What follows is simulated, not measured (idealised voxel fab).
The process module presented herein is designated voxel capacitor over wiring.
Square cell edge 5 nm, section width 190 nm, ID cut.
Cross-section, as written here: a square-cell grid given band by band from the top down, where a band holds one or more rows of cells.
Band entry format. Leading values: height of top, height of bottom, nm. Remainder: materials in left-to-right order, each with its width in nm. Special words: "throughout" on a single material, which then fills the band edge to edge; "blank", empty space.
Convention: height 0 is the level below which the wafer, as received, is all one material. The lowest band does not terminate at the bottom but continues downward, represented as "0 down".
Graded width ("30 to 40"): value in top row of band = first number; value in bottom row = second number; row-to-row change constant.
It should be understood that the words "nothing got changed", when stated for a given step, signify that the cross-section underwent no change in any of its cells during that step.
Entry "Unvented internal voids". Content: empty spaces with no open connection to the top, size 8 cells or greater. Each: width x height at distance. Distance: from left edge. Unit: nm.
If you see something after the settings on a step's line, that's the simulator's own remark about that step.
For masked steps, "overlay nm" on the step line gives how far right of plan the mask actually lay; a minus sign means it lay to the left.
# Process steps (planned)
step 1: RECEIVE [material Si]
step 2: CONFORMAL_DEP [material SiO2] [thk nm 15]
step 3: DIRECTIONAL_DEP [material TiN] [thk nm 5]
step 4: DIRECTIONAL_DEP [material Ru] [thk nm 20]
step 5: PATTERN [tone cover] [mask id METAL_1] [material resist] [width nm 25] [pitch nm 95] [thk nm 20] [overlay nm 0]
step 6: DIRECTIONAL_ETCH [etch materials Ru] [depth nm 20]
step 7: DIRECTIONAL_ETCH [etch materials TiN] [depth nm 5]
step 8: STRIP [etch materials resist]
step 9: CONFORMAL_DEP [material SiN] [thk nm 5]
step 10: FILL_DEP [material SiO2] [thk nm 5]
step 11: CMP [height nm 40]
step 12: CONFORMAL_DEP [material SiCN] [thk nm 5]
step 13: DIRECTIONAL_DEP [material SiO2] [thk nm 15]
step 14: DIRECTIONAL_DEP [material aC] [thk nm 15]
step 15: PATTERN [tone open] [mask id PLUG_1] [material resist] [width nm 15] [thk nm 30] [overlay nm 0]
step 16: DIRECTIONAL_ETCH [etch materials aC] [depth nm 15]
step 17: STRIP [etch materials resist]
step 18: DIRECTIONAL_ETCH [etch materials SiO2] [depth nm 15]
step 19: DIRECTIONAL_ETCH [etch materials SiCN] [depth nm 5]
step 20: STRIP [etch materials aC]
step 21: CONFORMAL_DEP [material TiN] [thk nm 5]
step 22: FILL_DEP [material W] [thk nm 5]
step 23: CMP [height nm 60]
step 24: DIRECTIONAL_DEP [material TiN] [thk nm 10]
step 25: DIRECTIONAL_DEP [material HfO2] [thk nm 5]
step 26: DIRECTIONAL_DEP [material TiN] [thk nm 10]
step 27: PATTERN [tone cover] [mask id UPPER_PLATE] [material resist] [width nm 75] [thk nm 15] [overlay nm 0]
step 28: DIRECTIONAL_ETCH [etch materials TiN] [depth nm 10]
step 29: DIRECTIONAL_ETCH [etch materials HfO2] [depth nm 5]
step 30: STRIP [etch materials resist]
step 31: PATTERN [tone cover] [mask id LOWER_PLATE] [material resist] [width nm 85] [thk nm 15] [overlay nm 0]
step 32: DIRECTIONAL_ETCH [etch materials TiN] [depth nm 10]
step 33: STRIP [etch materials resist]
step 34: FILL_DEP [material SiO2] [thk nm 20]
step 35: CMP [height nm 100]
step 36: DIRECTIONAL_DEP [material aC] [thk nm 15]
step 37: PATTERN [tone open] [mask id PLUG_2] [material resist] [width nm 15] [thk nm 30] [overlay nm 0]
step 38: DIRECTIONAL_ETCH [etch materials aC] [depth nm 15]
step 39: STRIP [etch materials resist]
step 40: DIRECTIONAL_ETCH [etch materials SiO2] [depth nm 15]
step 41: STRIP [etch materials aC]
step 42: CONFORMAL_DEP [material TiN] [thk nm 5]
step 43: FILL_DEP [material Cu] [thk nm 10]
step 44: CMP [height nm 100]
step 45: CONFORMAL_DEP [material SiCN] [thk nm 5]
# Here's what the wafer looked like in cross-section when it arrived - that's after step 1
	0 down  Si throughout
	Unvented internal voids: none
# Cross-sectional view of the first of the two wafers upon completion of the module, processed in accordance with the plan
	105 to 100  SiCN throughout
	100 to 90  SiO2 55 | TiN 5 | Cu 5 | TiN 5 | SiO2 120
	90 to 85  SiO2 55 | TiN 15 | SiO2 120
	85 to 75  SiO2 45 | TiN 75 | SiO2 70
	75 to 70  SiO2 45 | HfO2 75 | SiO2 70
	70 to 60  SiO2 40 | TiN 85 | SiO2 65
	60 to 45  SiO2 45 | TiN 5 | W 5 | TiN 5 | SiO2 130
	45 to 40  SiCN 45 | TiN 15 | SiCN 130
	40 to 20  SiO2 30 | SiN 5 | Ru 25 | SiN 5 | SiO2 60 | SiN 5 | Ru 25 | SiN 5 | SiO2 30
	20 to 15  SiN 35 | TiN 25 | SiN 70 | TiN 25 | SiN 35
	15 to 0  SiO2 throughout
	0 down  Si throughout
	Unvented internal voids: none
# Cross-section of the latter of the two wafers at module completion. It had an identical start and an identical plan to the former; in running it, one mistake was made
	105 to 100  SiCN throughout
	100 to 90  SiO2 55 | TiN 5 | Cu 5 | TiN 5 | SiO2 120
	90 to 85  SiO2 55 | TiN 15 | SiO2 120
	85 to 75  SiO2 40 | TiN 70 | SiO2 80
	75 to 70  SiO2 35 | HfO2 75 | SiO2 80
	70 to 60  SiO2 35 | TiN 90 | SiO2 65
	60 to 45  SiO2 45 | TiN 5 | W 5 | TiN 5 | SiO2 130
	45 to 40  SiCN 45 | TiN 15 | SiCN 130
	40 to 20  SiO2 30 | SiN 5 | Ru 25 | SiN 5 | SiO2 60 | SiN 5 | Ru 25 | SiN 5 | SiO2 30
	20 to 15  SiN 35 | TiN 25 | SiN 70 | TiN 25 | SiN 35
	15 to 0  SiO2 throughout
	0 down  Si throughout
	Unvented internal voids: none
Want to know what went wrong? planned and actual differ for step 27; actual: PATTERN [tone cover] [mask id UPPER_PLATE] [material resist] [width nm 75] [thk nm 15] [overlay nm -10]
So at the finish, the second wafer's got exactly as many cells of each material as the first, just not in the same spots.
